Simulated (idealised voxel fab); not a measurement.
Process module in this document: voxel spacer lines
The figure presents cross-section cut, which has a width of 150 nm and is divided into square cells with an edge length of 5 nm.
Just so we're on the same page, the cross-sections are grids of square cells, and they're listed out in bands top to bottom, each band one or more rows deep.
Band entry format. Leading values: height of top, height of bottom, nm. Remainder: materials in left-to-right order, each with its width in nm. Special words: "all across" on a single material, which then fills the band edge to edge; "blank", empty space.
Below 0: as-received wafer, all one material; heights counted from there. Lowest band: no bottom, goes on down, written "0 nm and below".
A width such as "30..40" changes by the same amount from each row of cells to the next, from the band's top row to its bottom row.
The designation "nothing altered", where it is given for a processing step, indicates that no cell of the cross-section was altered in the course of that step.
Entry "Sealed cavities". Content: empty spaces with no open connection to the top, size 8 cells or greater. Each: width x height at distance. Distance: from left edge. Unit: nm.
Step line, after settings: the simulator's comment on this step.
overlay nm: right-of-plan distance of the mask on a masked step; negative values mean left-of-plan.
## Steps in the process plan
1. op RECEIVE | material Si
2. op CONFORMAL_DEP | material Al2O3 | thk nm 10
3. op DIRECTIONAL_DEP | material SiN | thk nm 10
4. op DIRECTIONAL_DEP | material polySi | thk nm 25
5. op PATTERN | tone cover | mask id MANDREL | material resist | width nm 15 | pitch nm 60 | thk nm 30 | overlay nm 0
6. op DIRECTIONAL_ETCH | etch materials polySi | depth nm 25
7. op STRIP | etch materials resist
8. op CONFORMAL_DEP | material SiO2 | thk nm 15
9. op DIRECTIONAL_ETCH | etch materials SiO2 | depth nm 15
10. op STRIP | etch materials polySi
11. op DIRECTIONAL_ETCH | etch materials SiN | depth nm 10
12. op STRIP | etch materials SiO2
13. op FILL_DEP | material SiO2 | thk nm 10
14. op CMP | height nm 20
## Run as planned: first of two wafers
## As-received wafer cross-section (after step 1)
- 0 nm and below: Si all across
- Sealed cavities: none
## Upon completion of step 2, the wafer appears in cross-section as shown
- 10 nm to 0 nm: Al2O3 all across
- Everything below 0 is unchanged.
## Upon completion of step 3, the wafer appears in cross-section as shown
- 20 nm to 10 nm: SiN all across
- Everything below 10 is unchanged.
## Upon completion of step 4, the wafer appears in cross-section as shown
- 45 nm to 20 nm: polySi all across
- Everything below 20 is unchanged.
## Upon completion of step 5, the wafer appears in cross-section as shown
- 75 nm to 45 nm: 35 nm blank  15 nm resist  45 nm blank  15 nm resist  40 nm blank
- Everything below 45 is unchanged.
## Upon completion of step 6, the wafer appears in cross-section as shown
- 75 nm to 45 nm: 35 nm blank  15 nm resist  45 nm blank  15 nm resist  40 nm blank
- 45 nm to 20 nm: 35 nm blank  15 nm polySi  45 nm blank  15 nm polySi  40 nm blank
- Everything below 20 is unchanged.
## Upon completion of step 7, the wafer appears in cross-section as shown
- 45 nm to 20 nm: 35 nm blank  15 nm polySi  45 nm blank  15 nm polySi  40 nm blank
- Everything below 20 is unchanged.
## Upon completion of step 8, the wafer appears in cross-section as shown
- 60 nm to 45 nm: 20 nm blank  45 nm SiO2  15 nm blank  45 nm SiO2  25 nm blank
- 45 nm to 35 nm: 20 nm blank  15 nm SiO2  15 nm polySi  15 nm SiO2  15 nm blank  15 nm SiO2  15 nm polySi  15 nm SiO2  25 nm blank
- 35 nm to 20 nm: 35 nm SiO2  15 nm polySi  45 nm SiO2  15 nm polySi  40 nm SiO2
- Everything below 20 is unchanged.
## Upon completion of step 9, the wafer appears in cross-section as shown
- 45 nm to 20 nm: 20 nm blank  15 nm SiO2  15 nm polySi  15 nm SiO2  15 nm blank  15 nm SiO2  15 nm polySi  15 nm SiO2  25 nm blank
- Everything below 20 is unchanged.
## Upon completion of step 10, the wafer appears in cross-section as shown
- 45 nm to 20 nm: 20 nm blank  15 nm SiO2  15 nm blank  15 nm SiO2  15 nm blank  15 nm SiO2  15 nm blank  15 nm SiO2  25 nm blank
- Everything below 20 is unchanged.
## Upon completion of step 11, the wafer appears in cross-section as shown
- 45 nm to 20 nm: 20 nm blank  15 nm SiO2  15 nm blank  15 nm SiO2  15 nm blank  15 nm SiO2  15 nm blank  15 nm SiO2  25 nm blank
- 20 nm to 10 nm: 20 nm blank  15 nm SiN  15 nm blank  15 nm SiN  15 nm blank  15 nm SiN  15 nm blank  15 nm SiN  25 nm blank
- Everything below 10 is unchanged.
## Upon completion of step 12, the wafer appears in cross-section as shown
- 20 nm to 10 nm: 20 nm blank  15 nm SiN  15 nm blank  15 nm SiN  15 nm blank  15 nm SiN  15 nm blank  15 nm SiN  25 nm blank
- Everything below 10 is unchanged.
## Upon completion of step 13, the wafer appears in cross-section as shown
- 30 nm to 20 nm: SiO2 all across
- 20 nm to 10 nm: 20 nm SiO2  15 nm SiN  15 nm SiO2  15 nm SiN  15 nm SiO2  15 nm SiN  15 nm SiO2  15 nm SiN  25 nm SiO2
- Everything below 10 is unchanged.
## Upon completion of step 14, the wafer appears in cross-section as shown
- 20 nm to 10 nm: 20 nm SiO2  15 nm SiN  15 nm SiO2  15 nm SiN  15 nm SiO2  15 nm SiN  15 nm SiO2  15 nm SiN  25 nm SiO2
- Everything below 10 is unchanged.
## Wafer two of two - same starting point, same process plan, one mistake in execution; matches wafer one up to and including step 4
## X-section, second wafer, when step 5 was due to finish
- 75 nm to 45 nm: 35 nm blank  20 nm resist  40 nm blank  20 nm resist  35 nm blank
- Everything below 45 is unchanged.
## X-section, second wafer, when step 6 was due to finish
- 75 nm to 45 nm: 35 nm blank  20 nm resist  40 nm blank  20 nm resist  35 nm blank
- 45 nm to 20 nm: 35 nm blank  20 nm polySi  40 nm blank  20 nm polySi  35 nm blank
- Everything below 20 is unchanged.
## X-section, second wafer, when step 7 was due to finish
- 45 nm to 20 nm: 35 nm blank  20 nm polySi  40 nm blank  20 nm polySi  35 nm blank
- Everything below 20 is unchanged.
## X-section, second wafer, when step 8 was due to finish
- 60 nm to 45 nm: 20 nm blank  50 nm SiO2  10 nm blank  50 nm SiO2  20 nm blank
- 45 nm to 35 nm: 20 nm blank  15 nm SiO2  20 nm polySi  15 nm SiO2  10 nm blank  15 nm SiO2  20 nm polySi  15 nm SiO2  20 nm blank
- 35 nm to 20 nm: 35 nm SiO2  20 nm polySi  40 nm SiO2  20 nm polySi  35 nm SiO2
- Everything below 20 is unchanged.
## X-section, second wafer, when step 9 was due to finish
- 45 nm to 20 nm: 20 nm blank  15 nm SiO2  20 nm polySi  15 nm SiO2  10 nm blank  15 nm SiO2  20 nm polySi  15 nm SiO2  20 nm blank
- Everything below 20 is unchanged.
## X-section, second wafer, when step 10 was due to finish
- 45 nm to 20 nm: 20 nm blank  15 nm SiO2  20 nm blank  15 nm SiO2  10 nm blank  15 nm SiO2  20 nm blank  15 nm SiO2  20 nm blank
- Everything below 20 is unchanged.
## X-section, second wafer, when step 11 was due to finish
- 45 nm to 20 nm: 20 nm blank  15 nm SiO2  20 nm blank  15 nm SiO2  10 nm blank  15 nm SiO2  20 nm blank  15 nm SiO2  20 nm blank
- 20 nm to 10 nm: 20 nm blank  15 nm SiN  20 nm blank  15 nm SiN  10 nm blank  15 nm SiN  20 nm blank  15 nm SiN  20 nm blank
- Everything below 10 is unchanged.
## X-section, second wafer, when step 12 was due to finish
- 20 nm to 10 nm: 20 nm blank  15 nm SiN  20 nm blank  15 nm SiN  10 nm blank  15 nm SiN  20 nm blank  15 nm SiN  20 nm blank
- Everything below 10 is unchanged.
## X-section, second wafer, when step 13 was due to finish
- 30 nm to 20 nm: SiO2 all across
- 20 nm to 10 nm: 20 nm SiO2  15 nm SiN  20 nm SiO2  15 nm SiN  10 nm SiO2  15 nm SiN  20 nm SiO2  15 nm SiN  20 nm SiO2
- Everything below 10 is unchanged.
## X-section, second wafer, when step 14 was due to finish
- 20 nm to 10 nm: 20 nm SiO2  15 nm SiN  20 nm SiO2  15 nm SiN  10 nm SiO2  15 nm SiN  20 nm SiO2  15 nm SiN  20 nm SiO2
- Everything below 10 is unchanged.
What was done differently from what was planned? for step 5, the planned setting was not used; the step was instead run as op PATTERN | tone cover | mask id MANDREL | material resist | width nm 20 | pitch nm 60 | thk nm 30 | overlay nm 0
Upon completion, the cell count for each material on the second wafer equals that on the first, whereas the spatial distribution of those cells differs.
